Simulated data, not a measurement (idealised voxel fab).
Title: Process Module voxel transistor to metal
Shown is cross-section cut, with a width of 140 nm and square cells of size 5 nm.
If you're reading a cross-section in this doc, picture square cells in a grid; it comes to you as bands, top ones listed first down to the bottom, and a band can be one or more rows of cells.
Band: top height; bottom height; in nm. Then, left to right: material with width in nm, for each material. "everywhere": a single material spanning edge to edge. "blank": empty space.
The reference from which all heights are counted is 0, the level beneath which the as-received wafer is entirely one material; the lowest band, having no lower bound, proceeds downward and is written after the example "0..down".
The two numbers in a width such as "30..40" mark its ends across the band: the first belongs to the top row of cells, the second to the bottom row, and from each row to the next the width moves by the same amount.
"nothing got changed" after a step means that no cell of the cross-section changed.
The entry titled "Fully closed voids" provides the empty spaces that have no open way to the top, restricted to those of 8 cells or more. Each is presented as width x height at distance, the distance being measured from the left edge, with all three in nm.
Anything after a step's settings on that line? It's the simulator's own note about the step.
overlay nm: mask right of planned place by this much (step with mask). Neg. = left.
# Planned step list for the process
1,RECEIVE (material Si)
2,CONFORMAL_DEP (material SiO2; thk nm 5)
3,CONFORMAL_DEP (material SiN; thk nm 15)
4,PATTERN (tone cover; mask id ACTIVE; material resist; width nm 105; thk nm 20; overlay nm 0)
5,DIRECTIONAL_ETCH (etch materials SiN; depth nm 15)
6,DIRECTIONAL_ETCH (etch materials SiO2; depth nm 5)
7,DIRECTIONAL_ETCH (etch materials Si; depth nm 30)
8,STRIP (etch materials resist)
9,FILL_DEP (material SiO2; thk nm 5)
10,CMP (height nm 20)
11,SELECTIVE_ETCH (etch materials SiO2; depth nm 5)
12,STRIP (etch materials SiN)
13,SELECTIVE_ETCH (etch materials SiO2; depth nm 5)
14,OXIDIZE (depth nm 5)
15,DIRECTIONAL_DEP (material polySi; thk nm 25)
16,DIRECTIONAL_DEP (material SiCN; thk nm 10)
17,DIRECTIONAL_DEP (material aC; thk nm 15)
18,PATTERN (tone cover; mask id GATE; material resist; width nm 15; thk nm 30; overlay nm 0)
19,DIRECTIONAL_ETCH (etch materials aC; depth nm 15)
20,STRIP (etch materials resist)
21,DIRECTIONAL_ETCH (etch materials SiCN; depth nm 20)
22,DIRECTIONAL_ETCH (etch materials polySi; depth nm 35)
23,STRIP (etch materials aC)
24,CONFORMAL_DEP (material SiN; thk nm 10)
25,DIRECTIONAL_ETCH (etch materials SiN; depth nm 10)
26,DIRECTIONAL_ETCH (etch materials SiO2; depth nm 5)
27,EPI (material pSi; thk nm 5)
28,FILL_DEP (material SiO2; thk nm 5)
29,CMP (height nm 35)
30,DIRECTIONAL_DEP (material SiO2; thk nm 10)
31,DIRECTIONAL_DEP (material aC; thk nm 15)
32,PATTERN (tone open; mask id CONTACT; material resist; width nm 20; pitch nm 65; thk nm 30; overlay nm 0)
33,DIRECTIONAL_ETCH (etch materials aC; depth nm 15)
34,STRIP (etch materials resist)
35,DIRECTIONAL_ETCH (etch materials SiO2; depth nm 45)
36,STRIP (etch materials aC)
37,CONFORMAL_DEP (material TiN; thk nm 5)
38,FILL_DEP (material W; thk nm 5)
39,CMP (height nm 45)
40,DIRECTIONAL_DEP (material TiN; thk nm 5)
41,DIRECTIONAL_DEP (material W; thk nm 20)
42,MASKED_ETCH (tone cover; mask id METAL_1; width nm 20; pitch nm 65; etch materials W; depth nm 20; overlay nm 0)
43,MASKED_ETCH (tone cover; mask id METAL_1; width nm 20; pitch nm 65; etch materials TiN; depth nm 5; overlay nm 0)
44,CONFORMAL_DEP (material SiCN; thk nm 5)
45,FILL_DEP (material SiO2; thk nm 10)
46,CMP (height nm 70)
47,CONFORMAL_DEP (material SiCN; thk nm 5)
# First wafer out of two, processed as planned
# As received (post step 1): cross-section
	0..down: Si everywhere
	Fully closed voids: none
# Sectional view: wafer, after step 2
	5..0: SiO2 everywhere
	Below a height of 0, the structure has not been altered.
# Sectional view: wafer, after step 3
	20..5: SiN everywhere
	Below a height of 5, the structure has not been altered.
# Sectional view: wafer, after step 4
	40..20: blank=15 | resist=105 | blank=20
	Below a height of 20, the structure has not been altered.
# Sectional view: wafer, after step 5
	40..20: blank=15 | resist=105 | blank=20
	20..5: blank=15 | SiN=105 | blank=20
	Below a height of 5, the structure has not been altered.
# Sectional view: wafer, after step 6
	40..20: blank=15 | resist=105 | blank=20
	20..5: blank=15 | SiN=105 | blank=20
	5..0: blank=15 | SiO2=105 | blank=20
	Below a height of 0, the structure has not been altered.
# Sectional view: wafer, after step 7
	40..20: blank=15 | resist=105 | blank=20
	20..5: blank=15 | SiN=105 | blank=20
	5..0: blank=15 | SiO2=105 | blank=20
	0..-30: blank=15 | Si=105 | blank=20
	Below a height of -30, the structure has not been altered.
# Sectional view: wafer, after step 8
	20..5: blank=15 | SiN=105 | blank=20
	Below a height of 5, the structure has not been altered.
# Sectional view: wafer, after step 9
	25..20: SiO2 everywhere
	20..5: SiO2=15 | SiN=105 | SiO2=20
	5..0: SiO2 everywhere
	0..-30: SiO2=15 | Si=105 | SiO2=20
	Below a height of -30, the structure has not been altered.
# Sectional view: wafer, after step 10
	20..5: SiO2=15 | SiN=105 | SiO2=20
	Below a height of 5, the structure has not been altered.
# Sectional view: wafer, after step 11
	20..15: blank=15 | SiN=105 | blank=20
	Below a height of 15, the structure has not been altered.
# Sectional view: wafer, after step 12
	15..5: SiO2=15 | blank=105 | SiO2=20
	Below a height of 5, the structure has not been altered.
# Sectional view: wafer, after step 13
	10..0: SiO2=10 | blank=115 | SiO2=15
	Below a height of 0, the structure has not been altered.
# Sectional view: wafer, after step 14
	10..0: SiO2=10 | blank=115 | SiO2=15
	0..-5: SiO2 everywhere
	Below a height of -5, the structure has not been altered.
# Sectional view: wafer, after step 15
	35..25: polySi=10 | blank=115 | polySi=15
	25..10: polySi everywhere
	10..0: SiO2=10 | polySi=115 | SiO2=15
	Below a height of 0, the structure has not been altered.
# Sectional view: wafer, after step 16
	45..35: SiCN=10 | blank=115 | SiCN=15
	35..25: polySi=10 | SiCN=115 | polySi=15
	Below a height of 25, the structure has not been altered.
# Sectional view: wafer, after step 17
	60..50: aC=10 | blank=115 | aC=15
	50..45: aC everywhere
	45..35: SiCN=10 | aC=115 | SiCN=15
	Below a height of 35, the structure has not been altered.
# Sectional view: wafer, after step 18
	90..60: blank=60 | resist=15 | blank=65
	60..50: aC=10 | blank=50 | resist=15 | blank=50 | aC=15
	Below a height of 50, the structure has not been altered.
# Sectional view: wafer, after step 19
	75..50: blank=60 | resist=15 | blank=65
	50..45: blank=60 | aC=15 | blank=65
	45..35: SiCN=10 | blank=50 | aC=15 | blank=50 | SiCN=15
	Below a height of 35, the structure has not been altered.
# Sectional view: wafer, after step 20
	50..45: blank=60 | aC=15 | blank=65
	Below a height of 45, the structure has not been altered.
# Sectional view: wafer, after step 21
	50..35: blank=60 | aC=15 | blank=65
	35..25: polySi=10 | blank=50 | SiCN=15 | blank=50 | polySi=15
	Below a height of 25, the structure has not been altered.
# Sectional view: wafer, after step 22
	50..35: blank=60 | aC=15 | blank=65
	35..25: blank=60 | SiCN=15 | blank=65
	25..10: blank=60 | polySi=15 | blank=65
	10..0: SiO2=10 | blank=50 | polySi=15 | blank=50 | SiO2=15
	Below a height of 0, the structure has not been altered.
# Sectional view: wafer, after step 23
	35..25: blank=60 | SiCN=15 | blank=65
	Below a height of 25, the structure has not been altered.
# Sectional view: wafer, after step 24
	45..35: blank=50 | SiN=35 | blank=55
	35..25: blank=50 | SiN=10 | SiCN=15 | SiN=10 | blank=55
	25..20: blank=50 | SiN=10 | polySi=15 | SiN=10 | blank=55
	20..10: SiN=20 | blank=30 | SiN=10 | polySi=15 | SiN=10 | blank=30 | SiN=25
	10..0: SiO2=10 | SiN=50 | polySi=15 | SiN=50 | SiO2=15
	Below a height of 0, the structure has not been altered.
# Sectional view: wafer, after step 25
	35..25: blank=50 | SiN=10 | SiCN=15 | SiN=10 | blank=55
	25..10: blank=50 | SiN=10 | polySi=15 | SiN=10 | blank=55
	10..0: SiO2=10 | SiN=10 | blank=30 | SiN=10 | polySi=15 | SiN=10 | blank=30 | SiN=10 | SiO2=15
	Below a height of 0, the structure has not been altered.
# Sectional view: wafer, after step 26
	35..25: blank=50 | SiN=10 | SiCN=15 | SiN=10 | blank=55
	25..10: blank=50 | SiN=10 | polySi=15 | SiN=10 | blank=55
	10..5: blank=10 | SiN=10 | blank=30 | SiN=10 | polySi=15 | SiN=10 | blank=30 | SiN=10 | blank=15
	5..0: SiO2=10 | SiN=10 | blank=30 | SiN=10 | polySi=15 | SiN=10 | blank=30 | SiN=10 | SiO2=15
	0..-5: SiO2=20 | blank=30 | SiO2=35 | blank=30 | SiO2=25
	Below a height of -5, the structure has not been altered.
# Sectional view: wafer, after step 27
	35..25: blank=50 | SiN=10 | SiCN=15 | SiN=10 | blank=55
	25..10: blank=50 | SiN=10 | polySi=15 | SiN=10 | blank=55
	10..5: blank=10 | SiN=10 | blank=30 | SiN=10 | polySi=15 | SiN=10 | blank=30 | SiN=10 | blank=15
	5..0: SiO2=10 | SiN=10 | blank=30 | SiN=10 | polySi=15 | SiN=10 | blank=30 | SiN=10 | SiO2=15
	0..-5: SiO2=20 | pSi=30 | SiO2=35 | pSi=30 | SiO2=25
	Below a height of -5, the structure has not been altered.
# Sectional view: wafer, after step 28
	40..35: SiO2 everywhere
	35..25: SiO2=50 | SiN=10 | SiCN=15 | SiN=10 | SiO2=55
	25..10: SiO2=50 | SiN=10 | polySi=15 | SiN=10 | SiO2=55
	10..0: SiO2=10 | SiN=10 | SiO2=30 | SiN=10 | polySi=15 | SiN=10 | SiO2=30 | SiN=10 | SiO2=15
	Below a height of 0, the structure has not been altered.
# Sectional view: wafer, after step 29
	35..25: SiO2=50 | SiN=10 | SiCN=15 | SiN=10 | SiO2=55
	Below a height of 25, the structure has not been altered.
# Sectional view: wafer, after step 30
	45..35: SiO2 everywhere
	Below a height of 35, the structure has not been altered.
# Sectional view: wafer, after step 31
	60..45: aC everywhere
	Below a height of 45, the structure has not been altered.
# Sectional view: wafer, after step 32
	90..60: resist=25 | blank=20 | resist=45 | blank=20 | resist=30
	Below a height of 60, the structure has not been altered.
# Sectional view: wafer, after step 33
	75..60: resist=25 | blank=20 | resist=45 | blank=20 | resist=30
	60..45: aC=25 | blank=20 | aC=45 | blank=20 | aC=30
	Below a height of 45, the structure has not been altered.
# Sectional view: wafer, after step 34
	60..45: aC=25 | blank=20 | aC=45 | blank=20 | aC=30
	Below a height of 45, the structure has not been altered.
# Sectional view: wafer, after step 35
	60..45: aC=25 | blank=20 | aC=45 | blank=20 | aC=30
	45..35: SiO2=25 | blank=20 | SiO2=45 | blank=20 | SiO2=30
	35..25: SiO2=25 | blank=20 | SiO2=5 | SiN=10 | SiCN=15 | SiN=10 | SiO2=5 | blank=20 | SiO2=30
	25..10: SiO2=25 | blank=20 | SiO2=5 | SiN=10 | polySi=15 | SiN=10 | SiO2=5 | blank=20 | SiO2=30
	10..0: SiO2=10 | SiN=10 | SiO2=5 | blank=20 | SiO2=5 | SiN=10 | polySi=15 | SiN=10 | SiO2=5 | blank=20 | SiO2=5 | SiN=10 | SiO2=15
	Below a height of 0, the structure has not been altered.
# Sectional view: wafer, after step 36
	45..35: SiO2=25 | blank=20 | SiO2=45 | blank=20 | SiO2=30
	Below a height of 35, the structure has not been altered.
# Sectional view: wafer, after step 37
	50..45: TiN=30 | blank=10 | TiN=55 | blank=10 | TiN=35
	45..35: SiO2=25 | TiN=5 | blank=10 | TiN=5 | SiO2=45 | TiN=5 | blank=10 | TiN=5 | SiO2=30
	35..25: SiO2=25 | TiN=5 | blank=10 | TiN=5 | SiO2=5 | SiN=10 | SiCN=15 | SiN=10 | SiO2=5 | TiN=5 | blank=10 | TiN=5 | SiO2=30
	25..10: SiO2=25 | TiN=5 | blank=10 | TiN=5 | SiO2=5 | SiN=10 | polySi=15 | SiN=10 | SiO2=5 | TiN=5 | blank=10 | TiN=5 | SiO2=30
	10..5: SiO2=10 | SiN=10 | SiO2=5 | TiN=5 | blank=10 | TiN=5 | SiO2=5 | SiN=10 | polySi=15 | SiN=10 | SiO2=5 | TiN=5 | blank=10 | TiN=5 | SiO2=5 | SiN=10 | SiO2=15
	5..0: SiO2=10 | SiN=10 | SiO2=5 | TiN=20 | SiO2=5 | SiN=10 | polySi=15 | SiN=10 | SiO2=5 | TiN=20 | SiO2=5 | SiN=10 | SiO2=15
	Below a height of 0, the structure has not been altered.
# Sectional view: wafer, after step 38
	55..50: W everywhere
	50..45: TiN=30 | W=10 | TiN=55 | W=10 | TiN=35
	45..35: SiO2=25 | TiN=5 | W=10 | TiN=5 | SiO2=45 | TiN=5 | W=10 | TiN=5 | SiO2=30
	35..25: SiO2=25 | TiN=5 | W=10 | TiN=5 | SiO2=5 | SiN=10 | SiCN=15 | SiN=10 | SiO2=5 | TiN=5 | W=10 | TiN=5 | SiO2=30
	25..10: SiO2=25 | TiN=5 | W=10 | TiN=5 | SiO2=5 | SiN=10 | polySi=15 | SiN=10 | SiO2=5 | TiN=5 | W=10 | TiN=5 | SiO2=30
	10..5: SiO2=10 | SiN=10 | SiO2=5 | TiN=5 | W=10 | TiN=5 | SiO2=5 | SiN=10 | polySi=15 | SiN=10 | SiO2=5 | TiN=5 | W=10 | TiN=5 | SiO2=5 | SiN=10 | SiO2=15
	Below a height of 5, the structure has not been altered.
# Sectional view: wafer, after step 39
	45..35: SiO2=25 | TiN=5 | W=10 | TiN=5 | SiO2=45 | TiN=5 | W=10 | TiN=5 | SiO2=30
	Below a height of 35, the structure has not been altered.
# Sectional view: wafer, after step 40
	50..45: TiN everywhere
	Below a height of 45, the structure has not been altered.
# Sectional view: wafer, after step 41
	70..50: W everywhere
	Below a height of 50, the structure has not been altered.
# Sectional view: wafer, after step 42
	70..50: blank=25 | W=20 | blank=45 | W=20 | blank=30
	Below a height of 50, the structure has not been altered.
# Sectional view: wafer, after step 43
	70..50: blank=25 | W=20 | blank=45 | W=20 | blank=30
	50..45: blank=25 | TiN=20 | blank=45 | TiN=20 | blank=30
	Below a height of 45, the structure has not been altered.
# Sectional view: wafer, after step 44
	75..70: blank=20 | SiCN=30 | blank=35 | SiCN=30 | blank=25
	70..50: blank=20 | SiCN=5 | W=20 | SiCN=5 | blank=35 | SiCN=5 | W=20 | SiCN=5 | blank=25
	50..45: SiCN=25 | TiN=20 | SiCN=45 | TiN=20 | SiCN=30
	Below a height of 45, the structure has not been altered.
# Sectional view: wafer, after step 45
	85..75: SiO2 everywhere
	75..70: SiO2=20 | SiCN=30 | SiO2=35 | SiCN=30 | SiO2=25
	70..50: SiO2=20 | SiCN=5 | W=20 | SiCN=5 | SiO2=35 | SiCN=5 | W=20 | SiCN=5 | SiO2=25
	Below a height of 50, the structure has not been altered.
# Sectional view: wafer, after step 46
	70..50: SiO2=20 | SiCN=5 | W=20 | SiCN=5 | SiO2=35 | SiCN=5 | W=20 | SiCN=5 | SiO2=25
	Below a height of 50, the structure has not been altered.
# Sectional view: wafer, after step 47
	75..70: SiCN everywhere
	Below a height of 70, the structure has not been altered.
# The Second Wafer: Common Origin and Plan, One Mistake in Execution, Identical to the First Through Step 3
# Cross-section of the second wafer corresponding to the planned conclusion of step 4
	40..20: resist=15 | blank=105 | resist=20
	Below a height of 20, the structure has not been altered.
# Cross-section of the second wafer corresponding to the planned conclusion of step 5
	40..20: resist=15 | blank=105 | resist=20
	20..5: SiN=15 | blank=105 | SiN=20
	Below a height of 5, the structure has not been altered.
# Cross-section of the second wafer corresponding to the planned conclusion of step 6
	40..20: resist=15 | blank=105 | resist=20
	20..5: SiN=15 | blank=105 | SiN=20
	5..0: SiO2=15 | blank=105 | SiO2=20
	Below a height of 0, the structure has not been altered.
# Cross-section of the second wafer corresponding to the planned conclusion of step 7
	40..20: resist=15 | blank=105 | resist=20
	20..5: SiN=15 | blank=105 | SiN=20
	5..0: SiO2=15 | blank=105 | SiO2=20
	0..-30: Si=15 | blank=105 | Si=20
	Below a height of -30, the structure has not been altered.
# Cross-section of the second wafer corresponding to the planned conclusion of step 8
	20..5: SiN=15 | blank=105 | SiN=20
	Below a height of 5, the structure has not been altered.
# Cross-section of the second wafer corresponding to the planned conclusion of step 9
	25..20: SiO2 everywhere
	20..5: SiN=15 | SiO2=105 | SiN=20
	5..0: SiO2 everywhere
	0..-30: Si=15 | SiO2=105 | Si=20
	Below a height of -30, the structure has not been altered.
# Cross-section of the second wafer corresponding to the planned conclusion of step 10
	20..5: SiN=15 | SiO2=105 | SiN=20
	Below a height of 5, the structure has not been altered.
# Cross-section of the second wafer corresponding to the planned conclusion of step 11
	20..15: SiN=15 | blank=105 | SiN=20
	Below a height of 15, the structure has not been altered.
# Cross-section of the second wafer corresponding to the planned conclusion of step 12
	15..5: blank=15 | SiO2=105 | blank=20
	Below a height of 5, the structure has not been altered.
# Cross-section of the second wafer corresponding to the planned conclusion of step 13
	10..0: blank=20 | SiO2=95 | blank=25
	Below a height of 0, the structure has not been altered.
# Cross-section of the second wafer corresponding to the planned conclusion of step 14
	10..0: blank=20 | SiO2=95 | blank=25
	0..-5: SiO2 everywhere
	Below a height of -5, the structure has not been altered.
# Cross-section of the second wafer corresponding to the planned conclusion of step 15
	35..25: blank=20 | polySi=95 | blank=25
	25..10: polySi everywhere
	10..0: polySi=20 | SiO2=95 | polySi=25
	Below a height of 0, the structure has not been altered.
# Cross-section of the second wafer corresponding to the planned conclusion of step 16
	45..35: blank=20 | SiCN=95 | blank=25
	35..25: SiCN=20 | polySi=95 | SiCN=25
	Below a height of 25, the structure has not been altered.
# Cross-section of the second wafer corresponding to the planned conclusion of step 17
	60..50: blank=20 | aC=95 | blank=25
	50..45: aC everywhere
	45..35: aC=20 | SiCN=95 | aC=25
	Below a height of 35, the structure has not been altered.
# Cross-section of the second wafer corresponding to the planned conclusion of step 18
	90..60: blank=60 | resist=15 | blank=65
	Below a height of 60, the structure has not been altered.
# Cross-section of the second wafer corresponding to the planned conclusion of step 19
	75..60: blank=60 | resist=15 | blank=65
	60..45: blank=60 | aC=15 | blank=65
	45..35: blank=20 | SiCN=95 | blank=25
	Below a height of 35, the structure has not been altered.
# Cross-section of the second wafer corresponding to the planned conclusion of step 20
	60..45: blank=60 | aC=15 | blank=65
	Below a height of 45, the structure has not been altered.
# Cross-section of the second wafer corresponding to the planned conclusion of step 21
	60..45: blank=60 | aC=15 | blank=65
	45..35: blank=60 | SiCN=15 | blank=65
	35..25: blank=20 | polySi=95 | blank=25
	Below a height of 25, the structure has not been altered.
# Cross-section of the second wafer corresponding to the planned conclusion of step 22
	60..45: blank=60 | aC=15 | blank=65
	45..35: blank=60 | SiCN=15 | blank=65
	35..10: blank=60 | polySi=15 | blank=65
	10..0: blank=20 | SiO2=95 | blank=25
	Below a height of 0, the structure has not been altered.
# Cross-section of the second wafer corresponding to the planned conclusion of step 23
	45..35: blank=60 | SiCN=15 | blank=65
	Below a height of 35, the structure has not been altered.
# Cross-section of the second wafer corresponding to the planned conclusion of step 24
	55..45: blank=50 | SiN=35 | blank=55
	45..35: blank=50 | SiN=10 | SiCN=15 | SiN=10 | blank=55
	35..20: blank=50 | SiN=10 | polySi=15 | SiN=10 | blank=55
	20..10: blank=10 | SiN=50 | polySi=15 | SiN=50 | blank=15
	10..0: SiN=20 | SiO2=95 | SiN=25
	Below a height of 0, the structure has not been altered.
# Cross-section of the second wafer corresponding to the planned conclusion of step 25
	45..35: blank=50 | SiN=10 | SiCN=15 | SiN=10 | blank=55
	35..10: blank=50 | SiN=10 | polySi=15 | SiN=10 | blank=55
	10..0: blank=10 | SiN=10 | SiO2=95 | SiN=10 | blank=15
	Below a height of 0, the structure has not been altered.
# Cross-section of the second wafer corresponding to the planned conclusion of step 26
	45..35: blank=50 | SiN=10 | SiCN=15 | SiN=10 | blank=55
	35..10: blank=50 | SiN=10 | polySi=15 | SiN=10 | blank=55
	10..5: blank=10 | SiN=10 | blank=30 | SiO2=35 | blank=30 | SiN=10 | blank=15
	5..0: blank=10 | SiN=10 | SiO2=95 | SiN=10 | blank=15
	0..-5: blank=10 | SiO2=115 | blank=15
	Below a height of -5, the structure has not been altered.
# Cross-section of the second wafer corresponding to the planned conclusion of step 27
	45..35: blank=50 | SiN=10 | SiCN=15 | SiN=10 | blank=55
	35..10: blank=50 | SiN=10 | polySi=15 | SiN=10 | blank=55
	10..5: blank=10 | SiN=10 | blank=30 | SiO2=35 | blank=30 | SiN=10 | blank=15
	5..0: blank=10 | SiN=10 | SiO2=95 | SiN=10 | blank=15
	0..-5: pSi=10 | SiO2=115 | pSi=15
	Below a height of -5, the structure has not been altered.
# Cross-section of the second wafer corresponding to the planned conclusion of step 28
	50..45: SiO2 everywhere
	45..35: SiO2=50 | SiN=10 | SiCN=15 | SiN=10 | SiO2=55
	35..10: SiO2=50 | SiN=10 | polySi=15 | SiN=10 | SiO2=55
	10..0: SiO2=10 | SiN=10 | SiO2=95 | SiN=10 | SiO2=15
	Below a height of 0, the structure has not been altered.
# Cross-section of the second wafer corresponding to the planned conclusion of step 29
	35..10: SiO2=50 | SiN=10 | polySi=15 | SiN=10 | SiO2=55
	Below a height of 10, the structure has not been altered.
# Cross-section of the second wafer corresponding to the planned conclusion of step 30
	45..35: SiO2 everywhere
	Below a height of 35, the structure has not been altered.
# Cross-section of the second wafer corresponding to the planned conclusion of step 31
	60..45: aC everywhere
	Below a height of 45, the structure has not been altered.
# Cross-section of the second wafer corresponding to the planned conclusion of step 32
	90..60: resist=25 | blank=20 | resist=45 | blank=20 | resist=30
	Below a height of 60, the structure has not been altered.
# Cross-section of the second wafer corresponding to the planned conclusion of step 33
	75..60: resist=25 | blank=20 | resist=45 | blank=20 | resist=30
	60..45: aC=25 | blank=20 | aC=45 | blank=20 | aC=30
	Below a height of 45, the structure has not been altered.
# Cross-section of the second wafer corresponding to the planned conclusion of step 34
	60..45: aC=25 | blank=20 | aC=45 | blank=20 | aC=30
	Below a height of 45, the structure has not been altered.
# Cross-section of the second wafer corresponding to the planned conclusion of step 35
	60..45: aC=25 | blank=20 | aC=45 | blank=20 | aC=30
	45..35: SiO2=25 | blank=20 | SiO2=45 | blank=20 | SiO2=30
	35..10: SiO2=25 | blank=20 | SiO2=5 | SiN=10 | polySi=15 | SiN=10 | SiO2=5 | blank=20 | SiO2=30
	10..0: SiO2=10 | SiN=10 | SiO2=5 | blank=20 | SiO2=45 | blank=20 | SiO2=5 | SiN=10 | SiO2=15
	Below a height of 0, the structure has not been altered.
# Cross-section of the second wafer corresponding to the planned conclusion of step 36
	45..35: SiO2=25 | blank=20 | SiO2=45 | blank=20 | SiO2=30
	Below a height of 35, the structure has not been altered.
# Cross-section of the second wafer corresponding to the planned conclusion of step 37
	50..45: TiN=30 | blank=10 | TiN=55 | blank=10 | TiN=35
	45..35: SiO2=25 | TiN=5 | blank=10 | TiN=5 | SiO2=45 | TiN=5 | blank=10 | TiN=5 | SiO2=30
	35..10: SiO2=25 | TiN=5 | blank=10 | TiN=5 | SiO2=5 | SiN=10 | polySi=15 | SiN=10 | SiO2=5 | TiN=5 | blank=10 | TiN=5 | SiO2=30
	10..5: SiO2=10 | SiN=10 | SiO2=5 | TiN=5 | blank=10 | TiN=5 | SiO2=45 | TiN=5 | blank=10 | TiN=5 | SiO2=5 | SiN=10 | SiO2=15
	5..0: SiO2=10 | SiN=10 | SiO2=5 | TiN=20 | SiO2=45 | TiN=20 | SiO2=5 | SiN=10 | SiO2=15
	Below a height of 0, the structure has not been altered.
# Cross-section of the second wafer corresponding to the planned conclusion of step 38
	55..50: W everywhere
	50..45: TiN=30 | W=10 | TiN=55 | W=10 | TiN=35
	45..35: SiO2=25 | TiN=5 | W=10 | TiN=5 | SiO2=45 | TiN=5 | W=10 | TiN=5 | SiO2=30
	35..10: SiO2=25 | TiN=5 | W=10 | TiN=5 | SiO2=5 | SiN=10 | polySi=15 | SiN=10 | SiO2=5 | TiN=5 | W=10 | TiN=5 | SiO2=30
	10..5: SiO2=10 | SiN=10 | SiO2=5 | TiN=5 | W=10 | TiN=5 | SiO2=45 | TiN=5 | W=10 | TiN=5 | SiO2=5 | SiN=10 | SiO2=15
	Below a height of 5, the structure has not been altered.
# Cross-section of the second wafer corresponding to the planned conclusion of step 39
	45..35: SiO2=25 | TiN=5 | W=10 | TiN=5 | SiO2=45 | TiN=5 | W=10 | TiN=5 | SiO2=30
	Below a height of 35, the structure has not been altered.
# Cross-section of the second wafer corresponding to the planned conclusion of step 40
	50..45: TiN everywhere
	Below a height of 45, the structure has not been altered.
# Cross-section of the second wafer corresponding to the planned conclusion of step 41
	70..50: W everywhere
	Below a height of 50, the structure has not been altered.
# Cross-section of the second wafer corresponding to the planned conclusion of step 42
	70..50: blank=25 | W=20 | blank=45 | W=20 | blank=30
	Below a height of 50, the structure has not been altered.
# Cross-section of the second wafer corresponding to the planned conclusion of step 43
	70..50: blank=25 | W=20 | blank=45 | W=20 | blank=30
	50..45: blank=25 | TiN=20 | blank=45 | TiN=20 | blank=30
	Below a height of 45, the structure has not been altered.
# Cross-section of the second wafer corresponding to the planned conclusion of step 44
	75..70: blank=20 | SiCN=30 | blank=35 | SiCN=30 | blank=25
	70..50: blank=20 | SiCN=5 | W=20 | SiCN=5 | blank=35 | SiCN=5 | W=20 | SiCN=5 | blank=25
	50..45: SiCN=25 | TiN=20 | SiCN=45 | TiN=20 | SiCN=30
	Below a height of 45, the structure has not been altered.
# Cross-section of the second wafer corresponding to the planned conclusion of step 45
	85..75: SiO2 everywhere
	75..70: SiO2=20 | SiCN=30 | SiO2=35 | SiCN=30 | SiO2=25
	70..50: SiO2=20 | SiCN=5 | W=20 | SiCN=5 | SiO2=35 | SiCN=5 | W=20 | SiCN=5 | SiO2=25
	Below a height of 50, the structure has not been altered.
# Cross-section of the second wafer corresponding to the planned conclusion of step 46
	70..50: SiO2=20 | SiCN=5 | W=20 | SiCN=5 | SiO2=35 | SiCN=5 | W=20 | SiCN=5 | SiO2=25
	Below a height of 50, the structure has not been altered.
# Cross-section of the second wafer corresponding to the planned conclusion of step 47
	75..70: SiCN everywhere
	Below a height of 70, the structure has not been altered.
What broke from the plan during processing? rather than as planned, step 4 actually ran as PATTERN (tone open; mask id ACTIVE; material resist; width nm 105; thk nm 20; overlay nm 0)
End check, counted in cells, second wafer has more or fewer of these materials than the first: 70 fewer of Si, 6 fewer of SiCN, 8 fewer of SiN, 91 more of SiO2, 7 fewer of pSi
